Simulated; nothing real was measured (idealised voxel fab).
Process module, titled voxel trench capacitor
It is cross-section cut that appears here, measuring 245 nm in width, its square cells being 5 nm in size.
A cross-section is a grid of square cells, given in bands from the top down. A band is one or more rows of cells.
Look at the band entry: it leads with the top's height and the bottom's height in nm. Then it lists the materials left to right, with a width in nm for each. The word "edge to edge" on a single material says that material fills the band edge to edge. The word "empty" is empty space.
The reference from which all heights are counted is 0, the level beneath which the as-received wafer is entirely one material; the lowest band, having no lower bound, proceeds downward and is written after the example "0 and below".
A two-number width, for instance "30 to 40", indicates that the width is equal to the first number in the top row of the band and to the second number in the bottom row, and that it changes by a constant amount per row of cells.
Key: "nothing got changed" - step with no changed cell in the cross-section.
Under "Enclosed internal cavities" you'll find the enclosed gaps, the ones with no way out to the top, that are 8 cells or bigger; each reads width x height at distance, with distance counted from the left edge, everything in nm.
If you see something after the settings on a step's line, that's the simulator's own remark about that step.
overlay nm: where the mask lay relative to plan, measured to the right, on steps with a mask; negatives go left.
**Steps in the process plan**
- 1: RECEIVE (material Si)
- 2: CONFORMAL_DEP (material SiN; thk nm 10)
- 3: DIRECTIONAL_DEP (material aC; thk nm 10)
- 4: PATTERN (tone open; mask id TRENCH; material resist; width nm 15; pitch nm 40; thk nm 30; overlay nm 0)
- 5: DIRECTIONAL_ETCH (etch materials aC; depth nm 10)
- 6: STRIP (etch materials resist)
- 7: DIRECTIONAL_ETCH (etch materials SiN; depth nm 10)
- 8: DIRECTIONAL_ETCH (etch materials Si; depth nm 35)
- 9: STRIP (etch materials aC)
- 10: CONFORMAL_DEP (material Al2O3; thk nm 5)
- 11: FILL_DEP (material polySi; thk nm 10)
- 12: CMP (height nm 10)
**Cross-sectional view of the wafer in its as-received condition, corresponding to the state after step 1**
0 and below: Si edge to edge
Enclosed internal cavities: none
**Cross-section taken at module completion on the first of two wafers; processed per the plan**
10 down to 0: SiN 75 nm  Al2O3 5 nm  polySi 5 nm  Al2O3 5 nm  SiN 25 nm  Al2O3 5 nm  polySi 5 nm  Al2O3 5 nm  SiN 25 nm  Al2O3 5 nm  polySi 5 nm  Al2O3 5 nm  SiN 75 nm
0 down to -30: Si 75 nm  Al2O3 5 nm  polySi 5 nm  Al2O3 5 nm  Si 25 nm  Al2O3 5 nm  polySi 5 nm  Al2O3 5 nm  Si 25 nm  Al2O3 5 nm  polySi 5 nm  Al2O3 5 nm  Si 75 nm
-30 down to -35: Si 75 nm  Al2O3 15 nm  Si 25 nm  Al2O3 15 nm  Si 25 nm  Al2O3 15 nm  Si 75 nm
-35 and below: Si edge to edge
Enclosed internal cavities: none
**Module end: cross-section of wafer two of two. Same start and process plan as the first wafer. One mistake during execution**
10 down to 0: SiN 70 nm  Al2O3 5 nm  polySi 15 nm  Al2O3 5 nm  SiN 15 nm  Al2O3 5 nm  polySi 15 nm  Al2O3 5 nm  SiN 15 nm  Al2O3 5 nm  polySi 15 nm  Al2O3 5 nm  SiN 70 nm
0 down to -30: Si 70 nm  Al2O3 5 nm  polySi 15 nm  Al2O3 5 nm  Si 15 nm  Al2O3 5 nm  polySi 15 nm  Al2O3 5 nm  Si 15 nm  Al2O3 5 nm  polySi 15 nm  Al2O3 5 nm  Si 70 nm
-30 down to -35: Si 70 nm  Al2O3 25 nm  Si 15 nm  Al2O3 25 nm  Si 15 nm  Al2O3 25 nm  Si 70 nm
-35 and below: Si edge to edge
Enclosed internal cavities: none
Deviation noted in wafer processing: step 4 deviated from plan and actually ran as PATTERN (tone open; mask id TRENCH; material resist; width nm 25; pitch nm 40; thk nm 30; overlay nm 0)
at the end the second wafer has, in cells: Al2O3 +6 | Si -42 | SiN -12 | polySi +48
